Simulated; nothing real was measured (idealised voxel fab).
The name of this process module is voxel double patterning.
In the cross-section labelled cut, the width is 165 nm and each square cell is 5 nm.
Cross-section = grid of square cells, listed top down in bands; band = one or more rows. For a band, the entry starts with two heights in nm, that of the top and then that of the bottom, and carries on with the band's materials in order from left to right, each alongside its width in nm; the word "throughout" beside a single material means it fills the band edge to edge, and "blank" means empty space. Below 0: as-received wafer, all one material; heights counted from there. Lowest band: no bottom, goes on down, written "from 0 down". A width given as "30 to 40" starts at the first number in the band's top row and ends at the second number in its bottom row, shifting by an equal amount at every step from row to row. It should be understood that the words "remained the same", when stated for a given step, signify that the cross-section underwent no change in any of its cells during that step. Under "Enclosed cavity list" you'll find the enclosed gaps, the ones with no way out to the top, that are 8 cells or bigger; each reads width x height at distance, with distance counted from the left edge, everything in nm. Read whatever lies past the settings on a step's line as the simulator's own remark about the step. overlay nm, on a step with a mask: how far to the right of its planned place the mask lay; to the left if negative.
The following list gives the planned process steps:
- 1: RECEIVE (material Si)
- 2: CONFORMAL_DEP (material SiO2; thk nm 10)
- 3: DIRECTIONAL_DEP (material polySi; thk nm 15)
- 4: DIRECTIONAL_DEP (material SiN; thk nm 10)
- 5: DIRECTIONAL_DEP (material aC; thk nm 10)
- 6: PATTERN (tone open; mask id FIRST; material resist; width nm 15; pitch nm 50; thk nm 30; overlay nm 0)
- 7: DIRECTIONAL_ETCH (etch materials aC; depth nm 10)
- 8: STRIP (etch materials resist)
- 9: DIRECTIONAL_ETCH (etch materials SiN; depth nm 10)
- 10: STRIP (etch materials aC)
- 11: DIRECTIONAL_DEP (material aC; thk nm 10)
- 12: PATTERN (tone open; mask id SECOND; material resist; width nm 15; pitch nm 50; thk nm 30; overlay nm 0)
- 13: DIRECTIONAL_ETCH (etch materials aC; depth nm 10)
- 14: STRIP (etch materials resist)
- 15: DIRECTIONAL_ETCH (etch materials SiN; depth nm 10)
- 16: STRIP (etch materials aC)
- 17: DIRECTIONAL_ETCH (etch materials polySi; depth nm 15)
- 18: STRIP (etch materials SiN)
Step 1 complete: cross-section of the wafer as received:
from 0 down = Si throughout
Enclosed cavity list: none
First wafer of two, sectioned at end of module; run went per plan:
from 25 to 10 = polySi (25), then blank (15), then polySi (10), then blank (15), then polySi (10), then blank (15), then polySi (10), then blank (15), then polySi (10), then blank (15), then polySi (25)
from 10 to 0 = SiO2 throughout
from 0 down = Si throughout
Enclosed cavity list: none
End-of-module cross-section of the second wafer: identical starting point and process plan to the first, with one processing mistake:
from 25 to 10 = blank (50), then polySi (15), then blank (35), then polySi (15), then blank (50)
from 10 to 0 = SiO2 throughout
from 0 down = Si throughout
Enclosed cavity list: none
The plan and the run diverged here: so step 12 ended up running with a different setting than we planned, it ran as PATTERN (tone cover; mask id SECOND; material resist; width nm 15; pitch nm 50; thk nm 30; overlay nm 0)
Final cells, second wafer relative to first, materials higher or lower: 36 fewer of polySi
